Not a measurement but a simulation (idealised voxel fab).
process module | voxel double patterning
cross-section cut | 170 nm wide | cells 5 nm
A cross-section is a grid of square cells, given in bands from the top down. A band is one or more rows of cells.
Each band's line starts with the height of the band's top and of its bottom, in nm. Then come its materials from left to right, each with its width in nm. One material with "throughout" fills the band from edge to edge. "air" is empty space.
Height 0 is the level under which the wafer as received is all one material. The lowest band goes on downwards, as in "0 down".
A width such as "30 to 40" changes by the same amount from each row of cells to the next, from the band's top row to its bottom row.
"no change" after a step means that no cell of the cross-section changed.
closed voids: empty space of 8 cells or more with no open way to the top, each as width x height at its distance from the left edge, in nm
after a step's settings: what the simulator itself notes on the step
overlay nm, on a step with a mask: how far to the right of its planned place the mask lay; to the left if negative
plan
1 op RECEIVE | material Si
2 op CONFORMAL_DEP | material SiN | thk nm 10
3 op DIRECTIONAL_DEP | material SiO2 | thk nm 15
4 op DIRECTIONAL_DEP | material SiCN | thk nm 5
5 op PATTERN | tone open | mask id FIRST | material resist | width nm 15 | pitch nm 50 | thk nm 15 | overlay nm 0
6 op DIRECTIONAL_ETCH | etch materials SiCN | depth nm 5
7 op STRIP | etch materials resist
8 op DIRECTIONAL_DEP | material aC | thk nm 10
9 op PATTERN | tone open | mask id SECOND | material resist | width nm 15 | thk nm 30 | overlay nm 0
10 op DIRECTIONAL_ETCH | etch materials aC | depth nm 10
11 op STRIP | etch materials resist
12 op DIRECTIONAL_ETCH | etch materials SiCN | depth nm 5
13 op STRIP | etch materials aC
14 op DIRECTIONAL_ETCH | etch materials SiO2 | depth nm 15
15 op STRIP | etch materials SiCN
as received, after step 1
  0 down: Si throughout
  closed voids: none
a wafer at the end: this start, this plan, one mistake
  25 to 10: air 50 | SiO2 15 | air 35 | SiO2 15 | air 55
  10 to 0: SiN throughout
  0 down: Si throughout
  closed voids: none
what went wrong: step 5 ran as: op PATTERN | tone cover | mask id FIRST | material resist | width nm 15 | pitch nm 50 | thk nm 15 | overlay nm 0
